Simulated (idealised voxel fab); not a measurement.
Proc. module: voxel fin reveal
Xsec cut, 200 nm wide, square cell size 5 nm.
Reading order for cross-sections: top band down to bottom band. Underlying form: a grid of square cells. Band size: one or more rows of cells. Band: top height; bottom height; in nm. Then, left to right: material with width in nm, for each material. "everywhere": a single material spanning edge to edge. "blank": empty space. Height reference: 0 = level under which incoming wafer is all one material. Lowest band: no bottom, runs on downward, e.g. "z 0 and below". Width: "30..40" (first number = top row, second number = bottom row, same change from row to row of cells). A step reported as "changes: none" is a step in which no cell of the cross-section changed. "Non-vented voids" contains a list of empty spaces, each no smaller than 8 cells and without an open way to the top, written in the form width x height at distance with the distance from the left edge and all three in nm. Where a step's line continues beyond its settings, the continuation is a remark by the simulator itself on that step. "overlay nm" denotes, for a step that has a mask, the displacement of the mask to the right of its planned place, with negative values corresponding to the left.
**These are the steps we planned for the process**
| 1 | op RECEIVE | material Si |
| 2 | op CONFORMAL_DEP | material SiN | thk nm 10 |
| 3 | op MASKED_ETCH | tone cover | mask id FINS | width nm 15 | pitch nm 45 | etch materials SiN | depth nm 10 | overlay nm 0 |
| 4 | op MASKED_ETCH | tone cover | mask id FINS | width nm 15 | pitch nm 45 | etch materials Si | depth nm 40 | overlay nm 0 |
| 5 | op OXIDIZE | depth nm 5 |
| 6 | op FILL_DEP | material SiO2 | thk nm 10 |
| 7 | op CMP | height nm 10 |
| 8 | op SELECTIVE_ETCH | etch materials SiO2 | depth nm 40 |
| 9 | op STRIP | etch materials SiN |
Heads up: all these wafers start the same, and what changes between them is the width nm in step 3. The value you see in the plan is just what the first wafer got.
**As received, i.e. after step 1: cross-section through the first of several wafers**
> z 0 and below | Si everywhere
> Non-vented voids: none
**The cross-section of the first of several wafers is given below for the end of the module, after its final step, step 9**
> z 0 to -30 | blank: 75 / Si: 5 / blank: 40 / Si: 5 / blank: 75
> z -30 to -45 | SiO2: 75 / Si: 5 / SiO2: 40 / Si: 5 / SiO2: 75
> z -45 and below | Si everywhere
> Non-vented voids: none
**Last wafer, end of module, cross-section**
> z 0 to -30 | blank: 70 / Si: 20 / blank: 25 / Si: 20 / blank: 65
> z -30 to -45 | SiO2: 70 / Si: 20 / SiO2: 25 / Si: 20 / SiO2: 65
> z -45 and below | Si everywhere
> Non-vented voids: none
**Gained (+) or lost (-) cells of each material since receipt, then closed voids: one row per wafer, at the end of the module**
width nm 15, -342 Si, +114 SiO2, Non-vented voids: none
width nm 20, -324 Si, +108 SiO2, Non-vented voids: none
width nm 25, -306 Si, +102 SiO2, Non-vented voids: none
width nm 30, -288 Si, +96 SiO2, Non-vented voids: none
